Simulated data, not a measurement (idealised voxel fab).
process module | voxel released beams
cross-section cut | 215 nm wide | cells 5 nm
A cross-section is a grid of square cells, given in bands from the top down. A band is one or more rows of cells.
Each band's line starts with the height of the band's top and of its bottom, in nm. Then come its materials from left to right, each with its width in nm. One material with "throughout" fills the band from edge to edge. "air" is empty space.
Height 0 is the level under which the wafer as received is all one material. The lowest band goes on downwards, as in "0 down".
A width such as "30 to 40" changes by the same amount from each row of cells to the next, from the band's top row to its bottom row.
"no change" after a step means that no cell of the cross-section changed.
closed voids: empty space of 8 cells or more with no open way to the top, each as width x height at its distance from the left edge, in nm
after a step's settings: what the simulator itself notes on the step
overlay nm, on a step with a mask: how far to the right of its planned place the mask lay; to the left if negative
plan
1 op RECEIVE | material Si
2 op CONFORMAL_DEP | material SiN | thk nm 10
3 op DIRECTIONAL_DEP | material SiO2 | thk nm 15
4 op PATTERN | tone open | mask id ANCHOR | material resist | width nm 45 | thk nm 15 | overlay nm 0
5 op DIRECTIONAL_ETCH | etch materials SiO2 | depth nm 15
6 op STRIP | etch materials resist
7 op CONFORMAL_DEP | material W | thk nm 15
8 op MASKED_ETCH | tone cover | mask id BEAM | width nm 90 | etch materials W | depth nm 15 | overlay nm 0
9 op STRIP | etch materials SiO2
as received, after step 1
  0 down: Si throughout
  closed voids: none
a wafer at the end: this start, this plan, one mistake
  35 to 25: air 60 | W 15 | air 25 | W 50 | air 65
  25 to 20: air 65 | W 10 | air 25 | W 10 | air 105
  20 to 10: air 65 | W 45 | air 105
  10 to 0: SiN throughout
  0 down: Si throughout
  closed voids: none
what went wrong: step 7 ran as: op CONFORMAL_DEP | material W | thk nm 10
